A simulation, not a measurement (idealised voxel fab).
process module | voxel air gaps
cross-section cut | 235 nm wide | cells 5 nm
A cross-section is a grid of square cells, given in bands from the top down. A band is one or more rows of cells.
Each band's line starts with the height of the band's top and of its bottom, in nm. Then come its materials from left to right, each with its width in nm. One material with "throughout" fills the band from edge to edge. "air" is empty space.
Height 0 is the level under which the wafer as received is all one material. The lowest band goes on downwards, as in "0 down".
A width such as "30 to 40" changes by the same amount from each row of cells to the next, from the band's top row to its bottom row.
"no change" after a step means that no cell of the cross-section changed.
closed voids: empty space of 8 cells or more with no open way to the top, each as width x height at its distance from the left edge, in nm
after a step's settings: what the simulator itself notes on the step
overlay nm, on a step with a mask: how far to the right of its planned place the mask lay; to the left if negative
plan
1 op RECEIVE | material Si
2 op CONFORMAL_DEP | material SiO2 | thk nm 10
3 op CONFORMAL_DEP | material SiN | thk nm 5
4 op DIRECTIONAL_DEP | material SiO2 | thk nm 35
5 op MASKED_ETCH | tone open | mask id LINES | width nm 15 | pitch nm 40 | etch materials SiO2 | depth nm 35 | overlay nm 0
6 op CONFORMAL_DEP | material TiN | thk nm 5
7 op FILL_DEP | material Ru | thk nm 5
8 op CMP | height nm 50
9 op EPI | material Ru | thk nm 10
10 op SELECTIVE_ETCH | etch materials SiO2 | depth nm 45
11 op CONFORMAL_DEP | material SiCN | thk nm 5
first wafer, as planned
as received, after step 1
  0 down: Si throughout
  closed voids: none
after step 2
  10 to 0: SiO2 throughout
  below 0: unchanged
after step 3
  15 to 10: SiN throughout
  below 10: unchanged
after step 4
  50 to 15: SiO2 throughout
  below 15: unchanged
after step 5
  50 to 15: SiO2 50 | air 15 | SiO2 25 | air 15 | SiO2 25 | air 15 | SiO2 25 | air 15 | SiO2 50
  below 15: unchanged
after step 6
  55 to 50: TiN 55 | air 5 | TiN 35 | air 5 | TiN 35 | air 5 | TiN 35 | air 5 | TiN 55
  50 to 20: SiO2 50 | TiN 5 | air 5 | TiN 5 | SiO2 25 | TiN 5 | air 5 | TiN 5 | SiO2 25 | TiN 5 | air 5 | TiN 5 | SiO2 25 | TiN 5 | air 5 | TiN 5 | SiO2 50
  20 to 15: SiO2 50 | TiN 15 | SiO2 25 | TiN 15 | SiO2 25 | TiN 15 | SiO2 25 | TiN 15 | SiO2 50
  below 15: unchanged
after step 7
  60 to 55: Ru throughout
  55 to 50: TiN 55 | Ru 5 | TiN 35 | Ru 5 | TiN 35 | Ru 5 | TiN 35 | Ru 5 | TiN 55
  50 to 20: SiO2 50 | TiN 5 | Ru 5 | TiN 5 | SiO2 25 | TiN 5 | Ru 5 | TiN 5 | SiO2 25 | TiN 5 | Ru 5 | TiN 5 | SiO2 25 | TiN 5 | Ru 5 | TiN 5 | SiO2 50
  below 20: unchanged
after step 8
  50 to 20: SiO2 50 | TiN 5 | Ru 5 | TiN 5 | SiO2 25 | TiN 5 | Ru 5 | TiN 5 | SiO2 25 | TiN 5 | Ru 5 | TiN 5 | SiO2 25 | TiN 5 | Ru 5 | TiN 5 | SiO2 50
  below 20: unchanged
after step 9
  60 to 50: air 40 | Ru 35 | air 5 | Ru 35 | air 5 | Ru 35 | air 5 | Ru 35 | air 40
  below 50: unchanged
after step 10
  60 to 50: air 40 | Ru 35 | air 5 | Ru 35 | air 5 | Ru 35 | air 5 | Ru 35 | air 40
  50 to 20: air 50 | TiN 5 | Ru 5 | TiN 5 | air 25 | TiN 5 | Ru 5 | TiN 5 | air 25 | TiN 5 | Ru 5 | TiN 5 | air 25 | TiN 5 | Ru 5 | TiN 5 | air 50
  20 to 15: air 50 | TiN 15 | air 25 | TiN 15 | air 25 | TiN 15 | air 25 | TiN 15 | air 50
  below 15: unchanged
after step 11
  65 to 60: air 35 | SiCN 165 | air 35
  60 to 50: air 35 | SiCN 5 | Ru 35 | SiCN 5 | Ru 35 | SiCN 5 | Ru 35 | SiCN 5 | Ru 35 | SiCN 5 | air 35
  50 to 45: air 35 | SiCN 15 | TiN 5 | Ru 5 | TiN 5 | SiCN 25 | TiN 5 | Ru 5 | TiN 5 | SiCN 25 | TiN 5 | Ru 5 | TiN 5 | SiCN 25 | TiN 5 | Ru 5 | TiN 5 | SiCN 15 | air 35
  45 to 20: air 45 | SiCN 5 | TiN 5 | Ru 5 | TiN 5 | SiCN 5 | air 15 | SiCN 5 | TiN 5 | Ru 5 | TiN 5 | SiCN 5 | air 15 | SiCN 5 | TiN 5 | Ru 5 | TiN 5 | SiCN 5 | air 15 | SiCN 5 | TiN 5 | Ru 5 | TiN 5 | SiCN 5 | air 45
  20 to 15: SiCN 50 | TiN 15 | SiCN 25 | TiN 15 | SiCN 25 | TiN 15 | SiCN 25 | TiN 15 | SiCN 50
  below 15: unchanged
  closed voids: 15 x 25 at 70; 15 x 25 at 110; 15 x 25 at 150
second wafer: like start, like plan, one mistake. Through step 10 it matches the first wafer
when step 11 should have ended: no change
what went wrong: step 11 was left out
at the end the second wafer has, in cells: 139 fewer of SiCN
closed voids at the end (first wafer, second wafer): 3, 0
